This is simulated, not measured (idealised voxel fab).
process module | voxel ribs on slabs
cross-section cut | 300 nm wide | cells 5 nm
A cross-section is a grid of square cells, given in bands from the top down. A band is one or more rows of cells.
Each band's line starts with the height of the band's top and of its bottom, in nm. Then come its materials from left to right, each with its width in nm. One material with "throughout" fills the band from edge to edge. "air" is empty space.
Height 0 is the level under which the wafer as received is all one material. The lowest band goes on downwards, as in "0 down".
A width such as "30 to 40" changes by the same amount from each row of cells to the next, from the band's top row to its bottom row.
"no change" after a step means that no cell of the cross-section changed.
closed voids: empty space of 8 cells or more with no open way to the top, each as width x height at its distance from the left edge, in nm
after a step's settings: what the simulator itself notes on the step
overlay nm, on a step with a mask: how far to the right of its planned place the mask lay; to the left if negative
plan
1 op RECEIVE | material Si
2 op DIRECTIONAL_DEP | material SiO2 | thk nm 20
3 op DIRECTIONAL_DEP | material polySi | thk nm 20
4 op DIRECTIONAL_DEP | material aC | thk nm 15
5 op PATTERN | tone cover | mask id RIB | material resist | width nm 30 | thk nm 30 | overlay nm 0
6 op DIRECTIONAL_ETCH | etch materials aC | depth nm 15
7 op STRIP | etch materials resist
8 op DIRECTIONAL_ETCH | etch materials polySi | depth nm 10
9 op STRIP | etch materials aC
10 op PATTERN | tone cover | mask id SLAB | material resist | width nm 90 | thk nm 20 | overlay nm 0
11 op DIRECTIONAL_ETCH | etch materials polySi | depth nm 10
12 op STRIP | etch materials resist
13 op FILL_DEP | material SiO2 | thk nm 30
14 op CMP | height nm 60
15 op DIRECTIONAL_DEP | material TiN | thk nm 5
16 op DIRECTIONAL_DEP | material aC | thk nm 15
17 op PATTERN | tone cover | mask id HEATER | material resist | width nm 40 | thk nm 30 | overlay nm 0
18 op DIRECTIONAL_ETCH | etch materials aC | depth nm 15
19 op STRIP | etch materials resist
20 op DIRECTIONAL_ETCH | etch materials TiN | depth nm 5
21 op STRIP | etch materials aC
22 op CONFORMAL_DEP | material SiO2 | thk nm 5
as received, after step 1
  0 down: Si throughout
  closed voids: none
first wafer at the end, as planned
  70 to 65: air 125 | SiO2 50 | air 125
  65 to 60: SiO2 130 | TiN 40 | SiO2 130
  60 to 40: SiO2 throughout
  40 to 30: SiO2 135 | polySi 30 | SiO2 135
  30 to 20: SiO2 105 | polySi 90 | SiO2 105
  20 to 0: SiO2 throughout
  0 down: Si throughout
  closed voids: none
second wafer at the end: like start, like plan, one mistake
  70 to 65: air 125 | SiO2 50 | air 125
  65 to 60: SiO2 130 | TiN 40 | SiO2 130
  60 to 40: SiO2 throughout
  40 to 20: TiN throughout
  20 to 0: SiO2 throughout
  0 down: Si throughout
  closed voids: none
what went wrong: step 3 ran as: op DIRECTIONAL_DEP | material TiN | thk nm 20
at the end the second wafer has, in cells: 192 fewer of SiO2 | 240 more of TiN | 48 fewer of polySi
